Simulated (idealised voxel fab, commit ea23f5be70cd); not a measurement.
Name of the process module below: voxel ribs on slabs
The width of the displayed cross-section, cut, is 255 nm; its cells are square, with a size of 5 nm.
Format of a cross-section: grid, square cells. Given as bands. Order: top down. Band: one or more rows of cells.
Per band: top height and bottom height in nm, followed by the left-to-right materials and their widths in nm; "throughout" marks a single material spanning edge to edge, "blank" marks empty space.
Measure heights from 0. That's the level where, below it, the as-received wafer is all one material. The lowest band is bottomless and extends downward; write it as in "z 0 and below".
A two-number width, for instance "30 to 40", indicates that the width is equal to the first number in the top row of the band and to the second number in the bottom row, and that it changes by a constant amount per row of cells.
Given "remained unchanged" for a step, no cell of the cross-section differs between before and after that step.
This entry, "Closed void listing", enumerates those empty regions of no fewer than 8 cells that possess no open connection to the top. Each region is reported in the form width x height at distance, the distance being taken from the left edge, with all three quantities expressed in nm.
Step line, after settings: the simulator's comment on this step.
You can add "overlay nm" to a step's line. For a step with a mask, it describes how far the mask lay to the right of its planned position, and a negative number describes a lay to the left.
Set out below are the planned steps of the process:
step 1: RECEIVE with material Si
step 2: DIRECTIONAL_DEP with material SiO2, thk nm 20
step 3: DIRECTIONAL_DEP with material SiN, thk nm 20
step 4: DIRECTIONAL_DEP with material aC, thk nm 10
step 5: PATTERN with tone cover, mask id RIB, material resist, width nm 15, thk nm 25, overlay nm 0
step 6: DIRECTIONAL_ETCH with etch materials aC, depth nm 10
step 7: STRIP with etch materials resist
step 8: DIRECTIONAL_ETCH with etch materials SiN, depth nm 10
step 9: STRIP with etch materials aC
step 10: PATTERN with tone cover, mask id SLAB, material resist, width nm 75, thk nm 20, overlay nm 0
step 11: DIRECTIONAL_ETCH with etch materials SiN, depth nm 10
step 12: STRIP with etch materials resist
step 13: FILL_DEP with material SiO2, thk nm 20
step 14: CMP with height nm 50
step 15: DIRECTIONAL_DEP with material W, thk nm 10
step 16: MASKED_ETCH with tone cover, mask id HEATER, width nm 25, etch materials W, depth nm 10, overlay nm 0
step 17: CONFORMAL_DEP with material SiO2, thk nm 5
This is the cross-section of the wafer as we received it, i.e. after step 1:
	z 0 and below  Si throughout
	Closed void listing: none
Run as planned - first of the two wafers cross-sectioned at the end of the module:
	z 65 to 60  blank (110)  SiO2 (35)  blank (110)
	z 60 to 55  blank (110)  SiO2 (5)  W (25)  SiO2 (5)  blank (110)
	z 55 to 50  SiO2 (115)  W (25)  SiO2 (115)
	z 50 to 40  SiO2 throughout
	z 40 to 30  SiO2 (120)  SiN (15)  SiO2 (120)
	z 30 to 20  SiO2 (90)  SiN (75)  SiO2 (90)
	z 20 to 0  SiO2 throughout
	z 0 and below  Si throughout
	Closed void listing: none
Second wafer of the two, sectioned at the end of the module. It began like the first and followed the same plan, but one mistake was made while running it:
	z 65 to 60  blank (110)  SiO2 (35)  blank (110)
	z 60 to 55  blank (110)  SiO2 (5)  W (25)  SiO2 (5)  blank (110)
	z 55 to 50  SiO2 (115)  W (25)  SiO2 (115)
	z 50 to 40  SiO2 throughout
	z 40 to 30  SiO2 (90)  SiN (30)  SiO2 (15)  SiN (30)  SiO2 (90)
	z 30 to 20  SiN throughout
	z 20 to 0  SiO2 throughout
	z 0 and below  Si throughout
	Closed void listing: none
What was the processing mistake? step 5 was run on a setting that differed from the plan, and what really ran there is PATTERN with tone open, mask id RIB, material resist, width nm 15, thk nm 25, overlay nm 0
at the end the second wafer has, in cells: +90 SiN, -90 SiO2
